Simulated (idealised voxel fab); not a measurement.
Presented below is a process module, voxel ribs on slabs.
Cross-sectional view cut (width: 155 nm; square cell size: 5 nm).
Heads up, the way a cross-section reads in here is a grid of square cells, handed over as bands from the top down, with every band being one or more rows of cells.
The entry gives the band's vertical extent as a top height and a bottom height in nm, then its horizontal make-up as materials from left to right, each with a width in nm. "empty" stands for empty space; a single material marked "everywhere" fills the band edge to edge.
Measure heights from 0. That's the level where, below it, the as-received wafer is all one material. The lowest band is bottomless and extends downward; write it as in "0..down".
The expression "30..40" gives the width at the extremes of the band, the first number at its top row of cells and the second at its bottom row, with the width changing by equal amounts from each row to the next in between.
You'll sometimes find "everything unchanged" written for a step, and that's the way of saying that nowhere in the cross-section did a cell change during that step.
Empty spaces counting at least 8 cells and having no open way to the top are listed in "Fully enclosed voids". The notation width x height at distance is used for each, the distance being from the left edge and all three values in nm.
That trailing text on a step's line, after the settings, is the simulator's own remark on the step.
The optional step-line setting "overlay nm" applies to steps with a mask and quantifies how far to the right of its planned location the mask lay, a negative value indicating leftward placement.

plan
1,RECEIVE (material Si)
2,DIRECTIONAL_DEP (material SiO2; thk nm 25)
3,DIRECTIONAL_DEP (material SiN; thk nm 20)
4,DIRECTIONAL_DEP (material aC; thk nm 15)
5,PATTERN (tone cover; mask id RIB; material resist; width nm 30; thk nm 35; overlay nm 0)
6,DIRECTIONAL_ETCH (etch materials aC; depth nm 15)
7,STRIP (etch materials resist)
8,DIRECTIONAL_ETCH (etch materials SiN; depth nm 10)
9,STRIP (etch materials aC)
10,DIRECTIONAL_DEP (material aC; thk nm 15)
11,PATTERN (tone cover; mask id SLAB; material resist; width nm 60; thk nm 30; overlay nm 0)
12,DIRECTIONAL_ETCH (etch materials aC; depth nm 15)
13,STRIP (etch materials resist)
14,DIRECTIONAL_ETCH (etch materials SiN; depth nm 10)
15,STRIP (etch materials aC)
16,FILL_DEP (material SiO2; thk nm 20)
17,CMP (height nm 55)
18,DIRECTIONAL_DEP (material TiN; thk nm 10)
19,PATTERN (tone cover; mask id HEATER; material resist; width nm 40; thk nm 20; overlay nm 0)
20,DIRECTIONAL_ETCH (etch materials TiN; depth nm 10)
21,STRIP (etch materials resist)
22,CONFORMAL_DEP (material SiN; thk nm 5)

Cross-sectional view of the wafer in its as-received condition, corresponding to the state after step 1
0..down  Si everywhere
Fully enclosed voids: none

Here's the cross-section of the first of our two wafers at the end of the module - it ran as planned
70..65  empty: 50 / SiN: 50 / empty: 55
65..60  empty: 50 / SiN: 5 / TiN: 40 / SiN: 5 / empty: 55
60..55  SiN: 55 / TiN: 40 / SiN: 60
55..45  SiO2 everywhere
45..35  SiO2: 60 / SiN: 30 / SiO2: 65
35..25  SiO2: 45 / SiN: 60 / SiO2: 50
25..0  SiO2 everywhere
0..down  Si everywhere
Fully enclosed voids: none

So this is wafer number two of the two, cut at the end of the module - it started where the first did and had the same plan, we just got one thing wrong running it
70..65  empty: 50 / SiN: 50 / empty: 55
65..60  empty: 50 / SiN: 5 / TiN: 40 / SiN: 5 / empty: 55
60..55  SiN: 55 / TiN: 40 / SiN: 60
55..45  SiO2 everywhere
45..35  SiO2: 60 / SiN: 30 / SiO2: 65
35..25  SiO2: 45 / SiN: 65 / SiO2: 45
25..0  SiO2 everywhere
0..down  Si everywhere
Fully enclosed voids: none
Which mistake was made when the wafer was run? for step 11, the planned setting was not used; the step was instead run as PATTERN (tone cover; mask id SLAB; material resist; width nm 65; thk nm 30; overlay nm 0)
In the final state, the cell counts of the second wafer exceed or fall short of those of the first for the following materials: 2 more of SiN | 2 fewer of SiO2
